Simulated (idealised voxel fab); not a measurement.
process module | voxel trench capacitor
cross-section cut | 230 nm wide | cells 5 nm
A cross-section is a grid of square cells, given in bands from the top down. A band is one or more rows of cells.
Each band's line starts with the height of the band's top and of its bottom, in nm. Then come its materials from left to right, each with its width in nm. One material with "throughout" fills the band from edge to edge. "air" is empty space.
Height 0 is the level under which the wafer as received is all one material. The lowest band goes on downwards, as in "0 down".
A width such as "30 to 40" changes by the same amount from each row of cells to the next, from the band's top row to its bottom row.
"no change" after a step means that no cell of the cross-section changed.
closed voids: empty space of 8 cells or more with no open way to the top, each as width x height at its distance from the left edge, in nm
after a step's settings: what the simulator itself notes on the step
overlay nm, on a step with a mask: how far to the right of its planned place the mask lay; to the left if negative
plan
1 op RECEIVE | material Si
2 op CONFORMAL_DEP | material SiN | thk nm 5
3 op DIRECTIONAL_DEP | material aC | thk nm 10
4 op PATTERN | tone open | mask id TRENCH | material resist | width nm 30 | pitch nm 55 | thk nm 30 | overlay nm 0
5 op DIRECTIONAL_ETCH | etch materials aC | depth nm 10
6 op STRIP | etch materials resist
7 op DIRECTIONAL_ETCH | etch materials SiN | depth nm 5
8 op DIRECTIONAL_ETCH | etch materials Si | depth nm 30
9 op STRIP | etch materials aC
10 op CONFORMAL_DEP | material HfO2 | thk nm 5
11 op CONFORMAL_DEP | material TiN | thk nm 5
12 op FILL_DEP | material W | thk nm 5
13 op CMP | height nm 5
as received, after step 1
  0 down: Si throughout
  closed voids: none
first wafer at the end, as planned
  5 to 0: SiN 70 | HfO2 5 | TiN 5 | W 10 | TiN 5 | HfO2 5 | SiN 25 | HfO2 5 | TiN 5 | W 10 | TiN 5 | HfO2 5 | SiN 75
  0 to -20: Si 70 | HfO2 5 | TiN 5 | W 10 | TiN 5 | HfO2 5 | Si 25 | HfO2 5 | TiN 5 | W 10 | TiN 5 | HfO2 5 | Si 75
  -20 to -25: Si 70 | HfO2 5 | TiN 20 | HfO2 5 | Si 25 | HfO2 5 | TiN 20 | HfO2 5 | Si 75
  -25 to -30: Si 70 | HfO2 30 | Si 25 | HfO2 30 | Si 75
  -30 down: Si throughout
  closed voids: none
second wafer at the end: like start, like plan, one mistake
  0 to -20: Si 70 | HfO2 5 | TiN 5 | W 10 | TiN 5 | HfO2 5 | Si 25 | HfO2 5 | TiN 5 | W 10 | TiN 5 | HfO2 5 | Si 75
  -20 to -25: Si 70 | HfO2 5 | TiN 20 | HfO2 5 | Si 25 | HfO2 5 | TiN 20 | HfO2 5 | Si 75
  -25 to -30: Si 70 | HfO2 30 | Si 25 | HfO2 30 | Si 75
  -30 down: Si throughout
  closed voids: none
what went wrong: step 13 ran as: op CMP | height nm 0
at the end the second wafer has, in cells: 4 fewer of HfO2 | 34 fewer of SiN | 4 fewer of TiN | 4 fewer of W
